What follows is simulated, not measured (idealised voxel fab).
Herein follows the process module entitled voxel self aligned contacts.
225 nm wide, 5 nm square cells: that's cross-section cut.
If you're reading a cross-section in this doc, picture square cells in a grid; it comes to you as bands, top ones listed first down to the bottom, and a band can be one or more rows of cells. What a band's entry tells you: where the top is and where the bottom is, as heights in nm, and after that what lies inside, material by material from left to right, each with its width in nm. Empty space is written as the word "empty", and a single material marked with the word "full width" occupies the band from edge to edge. The level at which height equals 0 is the one under which the wafer, as it arrives, is entirely one material. No lower edge exists for the bottom band, which continues downward and is notated as in "from 0 down". When a width is written as two numbers, as in "30->40", the first number is the width in the top row of cells of the band and the second is the width in its bottom row, and the width changes by the same amount from each row to the next. Given "nothing got changed" for a step, no cell of the cross-section differs between before and after that step. Under "Non-vented voids" you'll find the enclosed gaps, the ones with no way out to the top, that are 8 cells or bigger; each reads width x height at distance, with distance counted from the left edge, everything in nm. Post-settings text on a step line: simulator's own remark regarding the step. On any step carrying a mask, the "overlay nm" setting, if present on the step's line, tells how far right of its planned place the mask lay; negative values point to the left. Pairs from here to the end. Each: cross-section before one process step, cross-section after it, the latter only as far down as the lowest band that changed. Under each: the step between, and its settings. Mind that the pairs may be taken from different runs of this module on the same starting wafer; whether a pair continues from the pair above depends on its entry headed "Pre-step", and it does only where that entry says so.

Pre-step:
* from 70 to 60 | 50 aC, 55 empty, 15 aC, 55 empty, 50 aC
* from 60 to 50 | 50 SiO2, 55 empty, 15 SiO2, 55 empty, 50 SiO2
* from 50 to 30 | 30 SiN, 20 SiO2, 5 empty, 45 SiN, 5 empty, 15 SiO2, 5 empty, 45 SiN, 5 empty, 20 SiO2, 30 SiN
* from 30 to 0 | 25 polySi, 5 SiN, 20 SiO2, 5 empty, 5 SiN, 35 polySi, 5 SiN, 5 empty, 15 SiO2, 5 empty, 5 SiN, 35 polySi, 5 SiN, 5 empty, 20 SiO2, 5 SiN, 25 polySi
* from 0 to -5 | 50 SiO2, 5 empty, 45 SiO2, 5 empty, 15 SiO2, 5 empty, 45 SiO2, 5 empty, 50 SiO2
* from -5 down | Si full width
* Non-vented voids: none

Post-Process View:
* from 60 to 50 | 50 SiO2, 55 empty, 15 SiO2, 55 empty, 50 SiO2
* Below 50, no change.
* Non-vented voids: none
Connecting step for the cross-sections above: STRIP | etch materials aC

Pre-step: after-step cross-section of the pair just above applies.

Post-Process View:
* from 65 to 60 | 55 TiN, 45 empty, 25 TiN, 45 empty, 55 TiN
* from 60 to 55 | 50 SiO2, 5 TiN, 45 empty, 5 TiN, 15 SiO2, 5 TiN, 45 empty, 5 TiN, 50 SiO2
* from 55 to 50 | 50 SiO2, 55 TiN, 15 SiO2, 55 TiN, 50 SiO2
* from 50 to 30 | 30 SiN, 20 SiO2, 5 TiN, 45 SiN, 5 TiN, 15 SiO2, 5 TiN, 45 SiN, 5 TiN, 20 SiO2, 30 SiN
* from 30 to 0 | 25 polySi, 5 SiN, 20 SiO2, 5 TiN, 5 SiN, 35 polySi, 5 SiN, 5 TiN, 15 SiO2, 5 TiN, 5 SiN, 35 polySi, 5 SiN, 5 TiN, 20 SiO2, 5 SiN, 25 polySi
* from 0 to -5 | 50 SiO2, 5 TiN, 45 SiO2, 5 TiN, 15 SiO2, 5 TiN, 45 SiO2, 5 TiN, 50 SiO2
* Below -5, no change.
* Non-vented voids: none
Connecting step for the cross-sections above: CONFORMAL_DEP | material TiN | thk nm 5

Pre-step: after-step cross-section of the pair just above applies.

Post-Process View:
* from 70 to 65 | W full width
* from 65 to 60 | 55 TiN, 45 W, 25 TiN, 45 W, 55 TiN
* from 60 to 55 | 50 SiO2, 5 TiN, 45 W, 5 TiN, 15 SiO2, 5 TiN, 45 W, 5 TiN, 50 SiO2
* Below 55, no change.
* Non-vented voids: none
Connecting step for the cross-sections above: FILL_DEP | material W | thk nm 5

Pre-step: after-step cross-section of the pair just above applies.

Post-Process View:
* from 60 to 55 | 50 SiO2, 5 TiN, 45 W, 5 TiN, 15 SiO2, 5 TiN, 45 W, 5 TiN, 50 SiO2
* Below 55, no change.
* Non-vented voids: none
Connecting step for the cross-sections above: CMP | height nm 60

Pre-step: after-step cross-section of the pair just above applies.

Post-Process View:
* from 65 to 60 | SiN full width
* Below 60, no change.
* Non-vented voids: none
Connecting step for the cross-sections above: CONFORMAL_DEP | material SiN | thk nm 5
